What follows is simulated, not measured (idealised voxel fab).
Title: Process Module voxel fin reveal
This is section cut - it's 295 nm across, gridded in 5 nm square cells.
Cross-section = grid of square cells, listed top down in bands; band = one or more rows.
In this notation a band is specified by the heights of its top and bottom, in that order and in nm, after which its materials appear from left to right, each paired with its width in nm. The word "everywhere" attached to a single material means that material fills the band from edge to edge; the word "empty" stands for empty space.
Heights are measured from 0, the level below which the as-received wafer is all one material; the lowest band has no bottom and continues downward, written as in "from 0 down".
Width "30->40": first value at the band's top row of cells, second value at its bottom row, equal change from row to row.
Step note "nothing was modified" = no cross-section cell changed.
"Enclosed void list" specifies each empty space that is not open to the top and that occupies no fewer than 8 cells, using the form width x height at distance, the distance measured from the left edge and all three quantities in nm.
Anything after a step's settings on that line? It's the simulator's own note about the step.
You can add "overlay nm" to a step's line. For a step with a mask, it describes how far the mask lay to the right of its planned position, and a negative number describes a lay to the left.
Planned step list for the process:
1,RECEIVE,material Si
2,CONFORMAL_DEP,material SiN,thk nm 5
3,PATTERN,tone cover,mask id FINS,material resist,width nm 15,pitch nm 35,thk nm 15,overlay nm 0
4,DIRECTIONAL_ETCH,etch materials SiN,depth nm 5
5,DIRECTIONAL_ETCH,etch materials Si,depth nm 40
6,STRIP,etch materials resist
7,OXIDIZE,depth nm 5
8,FILL_DEP,material SiO2,thk nm 5
9,CMP,height nm 5
10,SELECTIVE_ETCH,etch materials SiO2,depth nm 20
11,STRIP,etch materials SiN
12,CONFORMAL_DEP,material SiO2,thk nm 5
Cross-sectional view of the wafer in its as-received condition, corresponding to the state after step 1:
* from 0 down = Si everywhere
* Enclosed void list: none
Module complete, cross-section. Starting point and plan per above. One mistake made in running the module:
* from 5 to 0 = empty: 120 / SiO2: 15 / empty: 20 / SiO2: 15 / empty: 125
* from 0 to -10 = empty: 120 / SiO2: 5 / Si: 5 / SiO2: 5 / empty: 20 / SiO2: 5 / Si: 5 / SiO2: 5 / empty: 125
* from -10 to -15 = SiO2: 105 / empty: 15 / SiO2: 5 / Si: 5 / SiO2: 5 / empty: 20 / SiO2: 5 / Si: 5 / SiO2: 5 / empty: 15 / SiO2: 110
* from -15 to -45 = SiO2: 125 / Si: 5 / SiO2: 30 / Si: 5 / SiO2: 130
* from -45 down = Si everywhere
* Enclosed void list: none
Processing error: the executed order of steps 10 and 11 is the reverse of that specified in the plan, each step having taken the other's position
